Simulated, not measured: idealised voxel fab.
process module | voxel air gaps
cross-section cut | 270 nm wide | cells 5 nm
A cross-section is a grid of square cells, given in bands from the top down. A band is one or more rows of cells.
Each band's line starts with the height of the band's top and of its bottom, in nm. Then come its materials from left to right, each with its width in nm. One material with "throughout" fills the band from edge to edge. "air" is empty space.
Height 0 is the level under which the wafer as received is all one material. The lowest band goes on downwards, as in "0 down".
A width such as "30 to 40" changes by the same amount from each row of cells to the next, from the band's top row to its bottom row.
"no change" after a step means that no cell of the cross-section changed.
closed voids: empty space of 8 cells or more with no open way to the top, each as width x height at its distance from the left edge, in nm
after a step's settings: what the simulator itself notes on the step
overlay nm, on a step with a mask: how far to the right of its planned place the mask lay; to the left if negative
plan
1 op RECEIVE | material Si
2 op CONFORMAL_DEP | material SiO2 | thk nm 10
3 op CONFORMAL_DEP | material SiN | thk nm 5
4 op DIRECTIONAL_DEP | material lowk | thk nm 30
5 op PATTERN | tone open | mask id LINES | material resist | width nm 20 | pitch nm 45 | thk nm 20 | overlay nm 0
6 op DIRECTIONAL_ETCH | etch materials lowk | depth nm 30
7 op STRIP | etch materials resist
8 op CONFORMAL_DEP | material TiN | thk nm 5
9 op FILL_DEP | material Ru | thk nm 10
10 op CMP | height nm 45
11 op EPI | material Ru | thk nm 10
12 op SELECTIVE_ETCH | etch materials lowk | depth nm 40
13 op CONFORMAL_DEP | material SiCN | thk nm 5
as received, after step 1
  0 down: Si throughout
  closed voids: none
a wafer at the end: this start, this plan, one mistake
  60 to 55: air 65 | SiCN 140 | air 65
  55 to 45: air 65 | SiCN 5 | Ru 40 | SiCN 5 | Ru 40 | SiCN 5 | Ru 40 | SiCN 5 | air 65
  45 to 20: air 65 | SiCN 5 | Ru 10 | TiN 5 | Ru 10 | TiN 5 | Ru 10 | SiCN 5 | Ru 10 | TiN 5 | Ru 10 | TiN 5 | Ru 10 | SiCN 5 | Ru 10 | TiN 5 | Ru 10 | TiN 5 | Ru 10 | SiCN 5 | air 65
  20 to 15: SiCN 70 | Ru 10 | TiN 20 | Ru 10 | SiCN 5 | Ru 10 | TiN 20 | Ru 10 | SiCN 5 | Ru 10 | TiN 20 | Ru 10 | SiCN 70
  15 to 10: SiN throughout
  10 to 0: SiO2 throughout
  0 down: Si throughout
  closed voids: none
what went wrong: steps 11 and 12 were swapped
